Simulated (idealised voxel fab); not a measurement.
process module | voxel wiring stack
cross-section cut | 290 nm wide | cells 5 nm
A cross-section is a grid of square cells, given in bands from the top down. A band is one or more rows of cells.
Each band's line starts with the height of the band's top and of its bottom, in nm. Then come its materials from left to right, each with its width in nm. One material with "throughout" fills the band from edge to edge. "air" is empty space.
Height 0 is the level under which the wafer as received is all one material. The lowest band goes on downwards, as in "0 down".
A width such as "30 to 40" changes by the same amount from each row of cells to the next, from the band's top row to its bottom row.
"no change" after a step means that no cell of the cross-section changed.
closed voids: empty space of 8 cells or more with no open way to the top, each as width x height at its distance from the left edge, in nm
after a step's settings: what the simulator itself notes on the step
overlay nm, on a step with a mask: how far to the right of its planned place the mask lay; to the left if negative
plan
1 op RECEIVE | material Si
2 op CONFORMAL_DEP | material SiO2 | thk nm 15
3 op DIRECTIONAL_DEP | material TiN | thk nm 5
4 op DIRECTIONAL_DEP | material Ru | thk nm 25
5 op PATTERN | tone cover | mask id METAL_1 | material resist | width nm 30 | pitch nm 50 | thk nm 20 | overlay nm 0
6 op DIRECTIONAL_ETCH | etch materials Ru | depth nm 25
7 op DIRECTIONAL_ETCH | etch materials TiN | depth nm 5
8 op STRIP | etch materials resist
9 op FILL_DEP | material lowk | thk nm 10
10 op CMP | height nm 45
11 op CONFORMAL_DEP | material SiCN | thk nm 5
12 op DIRECTIONAL_DEP | material lowk | thk nm 20
13 op MASKED_ETCH | tone open | mask id PLUG_1 | width nm 15 | pitch nm 50 | etch materials lowk | depth nm 20 | overlay nm 0
14 op MASKED_ETCH | tone open | mask id PLUG_1 | width nm 15 | pitch nm 50 | etch materials SiCN | depth nm 5 | overlay nm 0
15 op CONFORMAL_DEP | material TiN | thk nm 5
16 op FILL_DEP | material Cu | thk nm 5
17 op CMP | height nm 70
18 op DIRECTIONAL_DEP | material TiN | thk nm 5
19 op DIRECTIONAL_DEP | material Ru | thk nm 15
20 op DIRECTIONAL_DEP | material aC | thk nm 15
21 op PATTERN | tone cover | mask id METAL_2 | material resist | width nm 30 | pitch nm 50 | thk nm 30 | overlay nm 0
22 op DIRECTIONAL_ETCH | etch materials aC | depth nm 15
23 op STRIP | etch materials resist
24 op DIRECTIONAL_ETCH | etch materials Ru | depth nm 15
25 op DIRECTIONAL_ETCH | etch materials TiN | depth nm 5
26 op STRIP | etch materials aC
27 op CONFORMAL_DEP | material SiCN | thk nm 5
28 op FILL_DEP | material lowk | thk nm 10
29 op CMP | height nm 90
30 op CONFORMAL_DEP | material SiN | thk nm 5
as received, after step 1
  0 down: Si throughout
  closed voids: none
first wafer at the end, as planned
  95 to 90: SiN throughout
  90 to 75: lowk 100 | SiCN 5 | Ru 30 | SiCN 5 | lowk 10 | SiCN 5 | Ru 30 | SiCN 5 | lowk 100
  75 to 70: SiCN 105 | TiN 30 | SiCN 20 | TiN 30 | SiCN 105
  70 to 50: lowk 105 | TiN 5 | Cu 5 | TiN 5 | lowk 35 | TiN 5 | Cu 5 | TiN 5 | lowk 120
  50 to 45: SiCN 105 | TiN 15 | SiCN 35 | TiN 15 | SiCN 120
  45 to 20: lowk 105 | Ru 30 | lowk 20 | Ru 30 | lowk 105
  20 to 15: lowk 105 | TiN 30 | lowk 20 | TiN 30 | lowk 105
  15 to 0: SiO2 throughout
  0 down: Si throughout
  closed voids: none
second wafer at the end: like start, like plan, one mistake
  95 to 90: SiN throughout
  90 to 75: lowk 105 | SiCN 5 | Ru 20 | SiCN 5 | lowk 20 | SiCN 5 | Ru 20 | SiCN 5 | lowk 105
  75 to 70: SiCN 110 | TiN 20 | SiCN 30 | TiN 20 | SiCN 110
  70 to 50: lowk 105 | TiN 5 | Cu 5 | TiN 5 | lowk 35 | TiN 5 | Cu 5 | TiN 5 | lowk 120
  50 to 45: SiCN 105 | TiN 15 | SiCN 35 | TiN 15 | SiCN 120
  45 to 20: lowk 105 | Ru 30 | lowk 20 | Ru 30 | lowk 105
  20 to 15: lowk 105 | TiN 30 | lowk 20 | TiN 30 | lowk 105
  15 to 0: SiO2 throughout
  0 down: Si throughout
  closed voids: none
what went wrong: step 21 ran as: op PATTERN | tone cover | mask id METAL_2 | material resist | width nm 20 | pitch nm 50 | thk nm 30 | overlay nm 0
at the end the second wafer has, in cells: 12 fewer of Ru | 4 more of SiCN | 4 fewer of TiN | 12 more of lowk
